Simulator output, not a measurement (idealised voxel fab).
The process module presented herein is designated voxel wiring stack.
Each square cell in cross-section cut measures 5 nm, and the section as a whole is 245 nm wide.
The cross-sections in this document take the form of a grid made of square cells. They are written out as bands, in order from top to bottom. Each band consists of one or more rows of cells. Heights first: top, then bottom, in nm. Then materials, left to right, each with a width in nm. "full width" on a single material: fills the band edge to edge. "blank": empty space. The level at which height equals 0 is the one under which the wafer, as it arrives, is entirely one material. No lower edge exists for the bottom band, which continues downward and is notated as in "0 and below". A width given as "30->40" starts at the first number in the band's top row and ends at the second number in its bottom row, shifting by an equal amount at every step from row to row. Given "nothing changed" for a step, no cell of the cross-section differs between before and after that step. "Sealed-off cavities" specifies each empty space that is not open to the top and that occupies no fewer than 8 cells, using the form width x height at distance, the distance measured from the left edge and all three quantities in nm. That trailing text on a step's line, after the settings, is the simulator's own remark on the step. A step line may carry the setting "overlay nm", which, for steps involving a mask, states the distance by which the mask lay to the right of its intended position; negative values denote displacement to the left.
THE PLANNED PROCESS STEPS ARE ENUMERATED HEREUNDER
1,RECEIVE with material Si
2,CONFORMAL_DEP with material SiO2, thk nm 10
3,CONFORMAL_DEP with material SiN, thk nm 5
4,DIRECTIONAL_DEP with material lowk, thk nm 20
5,PATTERN with tone open, mask id METAL_1, material resist, width nm 30, pitch nm 45, thk nm 15, overlay nm 0
6,DIRECTIONAL_ETCH with etch materials lowk, depth nm 20
7,DIRECTIONAL_ETCH with etch materials SiN, depth nm 5
8,STRIP with etch materials resist
9,CONFORMAL_DEP with material TiN, thk nm 5
10,FILL_DEP with material Ru, thk nm 5
11,CMP with height nm 35
12,EPI with material Ru, thk nm 5
13,FILL_DEP with material SiCN, thk nm 5
14,DIRECTIONAL_DEP with material lowk, thk nm 35
15,DIRECTIONAL_DEP with material aC, thk nm 10
16,PATTERN with tone open, mask id METAL_2, material resist, width nm 30, pitch nm 45, thk nm 25, overlay nm 0
17,DIRECTIONAL_ETCH with etch materials aC, depth nm 10
18,STRIP with etch materials resist
19,DIRECTIONAL_ETCH with etch materials lowk, depth nm 20
20,STRIP with etch materials aC
21,DIRECTIONAL_DEP with material aC, thk nm 10
22,PATTERN with tone open, mask id METAL_2_HOLES, material resist, width nm 15, thk nm 30, overlay nm 0
23,DIRECTIONAL_ETCH with etch materials aC, depth nm 10
24,STRIP with etch materials resist
25,DIRECTIONAL_ETCH with etch materials lowk, depth nm 15
26,DIRECTIONAL_ETCH with etch materials SiCN, depth nm 5
27,STRIP with etch materials aC
28,CONFORMAL_DEP with material TiN, thk nm 5
29,FILL_DEP with material Cu, thk nm 5
30,CMP with height nm 80
31,CONFORMAL_DEP with material SiCN, thk nm 5
RECEIVED-STATE CROSS-SECTION, REFLECTING COMPLETION OF STEP 1
    0 and below  Si full width
    Sealed-off cavities: none
FIRST OF TWO WAFERS: CROSS-SECTION AT END OF MODULE, RUN PER PLAN
    85 down to 80  SiCN full width
    80 down to 65  lowk 85 nm; TiN 5 nm; Cu 20 nm; TiN 5 nm; lowk 15 nm; TiN 5 nm; Cu 20 nm; TiN 5 nm; lowk 85 nm
    65 down to 60  lowk 85 nm; TiN 5 nm; Cu 5 nm; TiN 20 nm; lowk 15 nm; TiN 30 nm; lowk 85 nm
    60 down to 45  lowk 85 nm; TiN 5 nm; Cu 5 nm; TiN 5 nm; lowk 145 nm
    45 down to 40  SiCN 85 nm; TiN 15 nm; SiCN 145 nm
    40 down to 35  SiCN 80 nm; Ru 40 nm; SiCN 5 nm; Ru 40 nm; SiCN 80 nm
    35 down to 15  lowk 85 nm; TiN 5 nm; Ru 20 nm; TiN 5 nm; lowk 15 nm; TiN 5 nm; Ru 20 nm; TiN 5 nm; lowk 85 nm
    15 down to 10  SiN 85 nm; TiN 30 nm; SiN 15 nm; TiN 30 nm; SiN 85 nm
    10 down to 0  SiO2 full width
    0 and below  Si full width
    Sealed-off cavities: none
HERE'S THE SECOND OF OUR TWO WAFERS SECTIONED AT MODULE END. SAME START AS THE FIRST, SAME PLAN, BUT ONE MISTAKE GOT MADE RUNNING IT
    85 down to 80  SiCN full width
    80 down to 65  lowk 80 nm; TiN 5 nm; Cu 20 nm; TiN 5 nm; lowk 15 nm; TiN 5 nm; Cu 20 nm; TiN 5 nm; lowk 90 nm
    65 down to 60  lowk 80 nm; TiN 10 nm; Cu 5 nm; TiN 15 nm; lowk 15 nm; TiN 30 nm; lowk 90 nm
    60 down to 45  lowk 85 nm; TiN 5 nm; Cu 5 nm; TiN 5 nm; lowk 145 nm
    45 down to 40  SiCN 85 nm; TiN 15 nm; SiCN 145 nm
    40 down to 35  SiCN 80 nm; Ru 40 nm; SiCN 5 nm; Ru 40 nm; SiCN 80 nm
    35 down to 15  lowk 85 nm; TiN 5 nm; Ru 20 nm; TiN 5 nm; lowk 15 nm; TiN 5 nm; Ru 20 nm; TiN 5 nm; lowk 85 nm
    15 down to 10  SiN 85 nm; TiN 30 nm; SiN 15 nm; TiN 30 nm; SiN 85 nm
    10 down to 0  SiO2 full width
    0 and below  Si full width
    Sealed-off cavities: none
what went wrong: step 16 was processed under conditions differing from the plan, specifically as PATTERN with tone open, mask id METAL_2, material resist, width nm 30, pitch nm 45, thk nm 25, overlay nm -5
Cell counts per material: same on both final wafers. Positions: different.
